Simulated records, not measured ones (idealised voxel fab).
The process module presented herein is designated voxel capacitor over wiring.
The cross-section on display is named cut; it measures 155 nm wide, and its cells are 5 nm squares.
Cross-section = grid of square cells, listed top down in bands; band = one or more rows.
Top, bottom (nm), then materials left to right with widths (nm); lone material tagged "everywhere" fills the whole band edge to edge; "air" = empty space.
Basically, 0 is our baseline, since under it the wafer straight out of the box is all one material. The bottom band has no lower end and keeps on going down, so it looks like "0 nm and below".
Per-row width for "30 to 40": begins at first number (top row of band), ends at second number (bottom row), increment between rows held constant.
A step reported as "no modifications" is a step in which no cell of the cross-section changed.
You'll see "Enclosed cavities" listing empty spaces that have no way open to the top, as long as they're 8 cells or more; the notation is width x height at distance, where the distance is from the left edge, and all of it is in nm.
What comes after the settings on a step's line is commentary from the simulator itself on that step.
When a step includes a mask, the "overlay nm" setting on its line states how far to the right of its planned place that mask lay, and negative values state how far to the left.
LISTED BELOW ARE THE PROCESS STEPS AS PLANNED
1 RECEIVE, material Si
2 CONFORMAL_DEP, material SiO2, thk nm 15
3 CONFORMAL_DEP, material SiCN, thk nm 5
4 DIRECTIONAL_DEP, material lowk, thk nm 25
5 DIRECTIONAL_DEP, material aC, thk nm 10
6 PATTERN, tone open, mask id METAL_1, material resist, width nm 20, pitch nm 85, thk nm 30, overlay nm 0
7 DIRECTIONAL_ETCH, etch materials aC, depth nm 10
8 STRIP, etch materials resist
9 DIRECTIONAL_ETCH, etch materials lowk, depth nm 25
10 DIRECTIONAL_ETCH, etch materials SiCN, depth nm 5
11 STRIP, etch materials aC
12 CONFORMAL_DEP, material TiN, thk nm 5
13 FILL_DEP, material Cu, thk nm 5
14 CMP, height nm 45
15 CONFORMAL_DEP, material SiCN, thk nm 5
16 DIRECTIONAL_DEP, material lowk, thk nm 15
17 DIRECTIONAL_DEP, material aC, thk nm 10
18 PATTERN, tone open, mask id PLUG_1, material resist, width nm 15, thk nm 25, overlay nm 0
19 DIRECTIONAL_ETCH, etch materials aC, depth nm 10
20 STRIP, etch materials resist
21 DIRECTIONAL_ETCH, etch materials lowk, depth nm 15
22 DIRECTIONAL_ETCH, etch materials SiCN, depth nm 5
23 STRIP, etch materials aC
24 EPI, material Ru, thk nm 10
25 EPI, material Ru, thk nm 10
26 DIRECTIONAL_DEP, material TiN, thk nm 5
27 DIRECTIONAL_DEP, material HfO2, thk nm 5
28 DIRECTIONAL_DEP, material TiN, thk nm 10
29 MASKED_ETCH, tone cover, mask id UPPER_PLATE, width nm 70, etch materials TiN, depth nm 10, overlay nm 0
30 MASKED_ETCH, tone cover, mask id UPPER_PLATE, width nm 70, etch materials HfO2, depth nm 5, overlay nm 0
31 PATTERN, tone cover, mask id LOWER_PLATE, material resist, width nm 80, thk nm 15, overlay nm 0
32 DIRECTIONAL_ETCH, etch materials TiN, depth nm 5
33 STRIP, etch materials resist
34 FILL_DEP, material SiO2, thk nm 15
35 CMP, height nm 95
36 DIRECTIONAL_DEP, material aC, thk nm 10
37 PATTERN, tone open, mask id PLUG_2, material resist, width nm 15, thk nm 30, overlay nm 0
38 DIRECTIONAL_ETCH, etch materials aC, depth nm 10
39 STRIP, etch materials resist
40 DIRECTIONAL_ETCH, etch materials SiO2, depth nm 10
41 STRIP, etch materials aC
42 CONFORMAL_DEP, material TiN, thk nm 5
43 FILL_DEP, material W, thk nm 10
44 CMP, height nm 95
45 CONFORMAL_DEP, material SiCN, thk nm 5
DELIVERED WAFER IN CROSS-SECTION: STATE AFTER STEP 1
* 0 nm and below: Si everywhere
* Enclosed cavities: none
CROSS-SECTION, FIRST OF TWO WAFERS, END OF MODULE, RUN AS PLANNED
* 100 nm to 95 nm: SiCN everywhere
* 95 nm to 90 nm: SiO2 40 / TiN 5 / W 5 / TiN 5 / SiO2 100
* 90 nm to 85 nm: SiO2 40 / TiN 15 / SiO2 100
* 85 nm to 75 nm: SiO2 30 / TiN 70 / SiO2 55
* 75 nm to 70 nm: SiO2 30 / HfO2 70 / SiO2 55
* 70 nm to 65 nm: SiO2 25 / TiN 80 / SiO2 50
* 65 nm to 50 nm: lowk 30 / Ru 15 / lowk 110
* 50 nm to 45 nm: SiCN 30 / Ru 15 / SiCN 110
* 45 nm to 20 nm: lowk 25 / TiN 5 / Cu 10 / TiN 5 / lowk 65 / TiN 5 / Cu 10 / TiN 5 / lowk 25
* 20 nm to 15 nm: SiCN 25 / TiN 20 / SiCN 65 / TiN 20 / SiCN 25
* 15 nm to 0 nm: SiO2 everywhere
* 0 nm and below: Si everywhere
* Enclosed cavities: none
HERE IS THE SECOND OF THE TWO WAFERS CUT OPEN AT THE END OF THE MODULE - SAME START, SAME PLAN AS THE FIRST ONE, BUT WE MADE ONE MISTAKE RUNNING IT
* 100 nm to 95 nm: SiCN everywhere
* 95 nm to 90 nm: SiO2 40 / TiN 5 / W 5 / TiN 5 / SiO2 100
* 90 nm to 85 nm: SiO2 40 / TiN 15 / SiO2 100
* 85 nm to 75 nm: SiO2 30 / TiN 70 / SiO2 55
* 75 nm to 70 nm: SiO2 30 / HfO2 70 / SiO2 55
* 70 nm to 65 nm: SiO2 25 / TiN 80 / SiO2 50
* 65 nm to 50 nm: lowk 30 / Ru 15 / lowk 110
* 50 nm to 45 nm: SiCN 30 / Ru 15 / SiCN 110
* 45 nm to 40 nm: SiCN 25 / TiN 20 / SiCN 65 / TiN 20 / SiCN 25
* 40 nm to 15 nm: lowk everywhere
* 15 nm to 0 nm: SiO2 everywhere
* 0 nm and below: Si everywhere
* Enclosed cavities: none
Deviation noted in wafer processing: steps 3 and 4: order swapped relative to plan
It is noted that, at the conclusion of processing, the second wafer exhibits a higher or lower cell count for certain materials relative to the first: -20 Cu | -20 TiN | +40 lowk
